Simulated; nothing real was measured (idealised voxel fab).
Presented below is a process module, voxel ribs on slabs.
Square cell edge 5 nm, section width 185 nm, ID cut.
This document writes a cross-section as a grid whose cells are square, and gives it as bands, listed from the top down; one or more rows of cells form a band.
Top, bottom (nm), then materials left to right with widths (nm); lone material tagged "everywhere" fills the whole band edge to edge; "air" = empty space.
For the purposes of this specification, 0 denotes the height below which the wafer in its as-received condition is composed wholly of one material, and the lowermost band, lacking a lower limit, extends downward without end, as expressed in "from 0 down".
A width given as "30 to 40" starts at the first number in the band's top row and ends at the second number in its bottom row, shifting by an equal amount at every step from row to row.
Given "nothing altered" for a step, no cell of the cross-section differs between before and after that step.
Empty spaces counting at least 8 cells and having no open way to the top are listed in "Internal closed voids". The notation width x height at distance is used for each, the distance being from the left edge and all three values in nm.
The remark found on a step's line after its settings is issued by the simulator itself and pertains to that step.
Regarding "overlay nm": on a step with a mask, it is the distance the mask lay to the right of its planned place; a negative value places it to the left.

So here's the lineup of process steps we planned:
1 RECEIVE with material Si
2 DIRECTIONAL_DEP with material SiO2, thk nm 25
3 DIRECTIONAL_DEP with material SiN, thk nm 15
4 PATTERN with tone cover, mask id RIB, material resist, width nm 30, thk nm 15, overlay nm 0
5 DIRECTIONAL_ETCH with etch materials SiN, depth nm 5
6 STRIP with etch materials resist
7 DIRECTIONAL_DEP with material aC, thk nm 10
8 PATTERN with tone cover, mask id SLAB, material resist, width nm 60, thk nm 25, overlay nm 0
9 DIRECTIONAL_ETCH with etch materials aC, depth nm 10
10 STRIP with etch materials resist
11 DIRECTIONAL_ETCH with etch materials SiN, depth nm 10
12 STRIP with etch materials aC
13 FILL_DEP with material SiO2, thk nm 25
14 CMP with height nm 60
15 DIRECTIONAL_DEP with material W, thk nm 5
16 PATTERN with tone cover, mask id HEATER, material resist, width nm 40, thk nm 15, overlay nm 0
17 DIRECTIONAL_ETCH with etch materials W, depth nm 5
18 STRIP with etch materials resist
19 CONFORMAL_DEP with material SiN, thk nm 10

Received-state cross-section, reflecting completion of step 1:
    from 0 down: Si everywhere
    Internal closed voids: none

Post-module cross-section: identical start and plan to those above, one misstep in execution:
    from 75 to 70: air: 60  SiN: 60  air: 65
    from 70 to 65: SiN everywhere
    from 65 to 60: SiN: 70  W: 40  SiN: 75
    from 60 to 40: SiO2 everywhere
    from 40 to 35: SiO2: 60  SiN: 15  SiO2: 30  SiN: 15  SiO2: 65
    from 35 to 30: SiO2: 60  SiN: 60  SiO2: 65
    from 30 to 25: SiN everywhere
    from 25 to 0: SiO2 everywhere
    from 0 down: Si everywhere
    Internal closed voids: none
It is concluded that the wafer was processed incorrectly with respect to the plan, in that planned and actual differ for step 4; actual: PATTERN with tone open, mask id RIB, material resist, width nm 30, thk nm 15, overlay nm 0
